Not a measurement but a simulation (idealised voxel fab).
Process module under the name voxel capacitor over wiring
The cross-section shown here is cut; it is 165 nm wide and divided into square cells measuring 5 nm on a side.
Think of the cross-section as a grid of square cells. We describe it in bands, top to bottom, and each band covers one or more rows of those cells.
Each band's line starts with the height of the band's top and of its bottom, in nm. Then come its materials from left to right, each with its width in nm. One material with "edge to edge" fills the band from edge to edge. "air" is empty space.
Measure heights from 0. That's the level where, below it, the as-received wafer is all one material. The lowest band is bottomless and extends downward; write it as in "0 nm and below".
Graded width ("30 to 40"): value in top row of band = first number; value in bottom row = second number; row-to-row change constant.
A step reported as "no modifications" is a step in which no cell of the cross-section changed.
The entry titled "Voids, enclosed" provides the empty spaces that have no open way to the top, restricted to those of 8 cells or more. Each is presented as width x height at distance, the distance being measured from the left edge, with all three in nm.
Formally, on a step line, whatever follows the settings is a remark that the simulator itself makes on the step.
If you see "overlay nm" on a step's line and that step has a mask, it's telling you how far right of where it was planned the mask ended up; a negative number means it went left instead.
[Below is the list of planned process steps]
1: RECEIVE with material Si
2: CONFORMAL_DEP with material SiO2, thk nm 10
3: DIRECTIONAL_DEP with material TiN, thk nm 5
4: DIRECTIONAL_DEP with material Ru, thk nm 25
5: DIRECTIONAL_DEP with material aC, thk nm 15
6: PATTERN with tone cover, mask id METAL_1, material resist, width nm 20, pitch nm 75, thk nm 35, overlay nm 0
7: DIRECTIONAL_ETCH with etch materials aC, depth nm 15
8: STRIP with etch materials resist
9: DIRECTIONAL_ETCH with etch materials Ru, depth nm 25
10: DIRECTIONAL_ETCH with etch materials TiN, depth nm 5
11: STRIP with etch materials aC
12: FILL_DEP with material SiO2, thk nm 10
13: CMP with height nm 40
14: CONFORMAL_DEP with material SiCN, thk nm 5
15: DIRECTIONAL_DEP with material SiO2, thk nm 20
16: DIRECTIONAL_DEP with material aC, thk nm 15
17: PATTERN with tone open, mask id PLUG_1, material resist, width nm 15, thk nm 30, overlay nm 0
18: DIRECTIONAL_ETCH with etch materials aC, depth nm 15
19: STRIP with etch materials resist
20: DIRECTIONAL_ETCH with etch materials SiO2, depth nm 20
21: DIRECTIONAL_ETCH with etch materials SiCN, depth nm 5
22: STRIP with etch materials aC
23: EPI with material Ru, thk nm 10
24: EPI with material Ru, thk nm 10
25: EPI with material Ru, thk nm 5
26: DIRECTIONAL_DEP with material TiN, thk nm 5
27: DIRECTIONAL_DEP with material HfO2, thk nm 5
28: DIRECTIONAL_DEP with material TiN, thk nm 10
29: MASKED_ETCH with tone cover, mask id UPPER_PLATE, width nm 60, etch materials TiN, depth nm 10, overlay nm 0
30: MASKED_ETCH with tone cover, mask id UPPER_PLATE, width nm 60, etch materials HfO2, depth nm 5, overlay nm 0
31: MASKED_ETCH with tone cover, mask id LOWER_PLATE, width nm 70, etch materials TiN, depth nm 5, overlay nm 0
32: FILL_DEP with material SiO2, thk nm 20
33: CMP with height nm 100
34: MASKED_ETCH with tone open, mask id PLUG_2, width nm 15, etch materials SiO2, depth nm 15, overlay nm 0
35: CONFORMAL_DEP with material TiN, thk nm 5
36: FILL_DEP with material Cu, thk nm 10
37: CMP with height nm 100
38: CONFORMAL_DEP with material SiN, thk nm 5
[Cross-section of the incoming wafer, state after step 1]
> 0 nm and below  Si edge to edge
> Voids, enclosed: none
[The following cross-section depicts the wafer upon conclusion of the module. Processing commenced from the starting condition illustrated above and adhered to the plan illustrated above, save for one mistake in execution]
> 120 nm to 115 nm  SiN edge to edge
> 115 nm to 105 nm  Cu edge to edge
> 105 nm to 100 nm  TiN 55 / Cu 5 / TiN 105
> 100 nm to 90 nm  SiO2 50 / TiN 5 / Cu 5 / TiN 5 / SiO2 100
> 90 nm to 85 nm  SiO2 50 / TiN 15 / SiO2 100
> 85 nm to 75 nm  SiO2 40 / TiN 60 / SiO2 65
> 75 nm to 70 nm  SiO2 40 / HfO2 60 / SiO2 65
> 70 nm to 65 nm  SiO2 35 / TiN 70 / SiO2 60
> 65 nm to 45 nm  SiO2 40 / Ru 15 / SiO2 110
> 45 nm to 40 nm  SiCN 40 / Ru 15 / SiCN 110
> 40 nm to 15 nm  SiO2 35 / Ru 20 / SiO2 55 / Ru 20 / SiO2 35
> 15 nm to 10 nm  SiO2 35 / TiN 20 / SiO2 55 / TiN 20 / SiO2 35
> 10 nm to 0 nm  SiO2 edge to edge
> 0 nm and below  Si edge to edge
> Voids, enclosed: none
So what did we get wrong on this run? no execution of plan step 37; skipped
